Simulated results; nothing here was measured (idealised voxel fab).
Documented hereafter: the process module known as voxel spacer lines.
It is cross-section cut that appears here, measuring 185 nm in width, its square cells being 5 nm in size.
The cross-sections in this document take the form of a grid made of square cells. They are written out as bands, in order from top to bottom. Each band consists of one or more rows of cells.
Band entry format. Leading values: height of top, height of bottom, nm. Remainder: materials in left-to-right order, each with its width in nm. Special words: "full width" on a single material, which then fills the band edge to edge; "blank", empty space.
Where do heights start? At 0: under that level the wafer as delivered is made of one material only. And the lowest band has no floor; it just carries on downward, as in "0 and below".
The width entry "30..40" should be interpreted row by row: the top row of cells in the band takes the first number, the bottom row takes the second number, and the change between adjacent rows is uniform throughout.
"left unchanged" -> step changed no cross-section cell.
So "Enclosed voids" is basically the list of trapped voids: any empty space of 8 cells or more that can't reach the top through an opening. They're written width x height at distance, the distance being from the left edge, and it's all nm.
On a step's line, text after the settings is the simulator commenting on that step.
overlay nm: for a step with a mask, the amount by which the mask lay right of where it was planned; a negative amount means left of it.

[Process steps - plan]
1,RECEIVE | material Si
2,CONFORMAL_DEP | material Al2O3 | thk nm 5
3,DIRECTIONAL_DEP | material SiN | thk nm 10
4,DIRECTIONAL_DEP | material aC | thk nm 25
5,PATTERN | tone cover | mask id MANDREL | material resist | width nm 25 | pitch nm 70 | thk nm 30 | overlay nm 0
6,DIRECTIONAL_ETCH | etch materials aC | depth nm 25
7,STRIP | etch materials resist
8,CONFORMAL_DEP | material SiO2 | thk nm 10
9,DIRECTIONAL_ETCH | etch materials SiO2 | depth nm 10
10,STRIP | etch materials aC
11,DIRECTIONAL_ETCH | etch materials SiN | depth nm 10
12,STRIP | etch materials SiO2
13,FILL_DEP | material lowk | thk nm 5
14,CMP | height nm 15

[Shown in cross-section is the wafer as received, that is, as it stands after step 1]
- 0 and below  Si full width
- Enclosed voids: none

[Starting wafer: above. Plan: above. Run: one mistake. Cross-section after the module: below]
- 15 down to 5  35 aC | 10 SiN | 25 aC | 10 SiN | 25 aC | 10 SiN | 25 aC | 10 SiN | 35 aC
- 5 down to 0  Al2O3 full width
- 0 and below  Si full width
- Enclosed voids: none
Want to know what went wrong? step 13 was not run as planned; what actually ran was FILL_DEP | material aC | thk nm 5
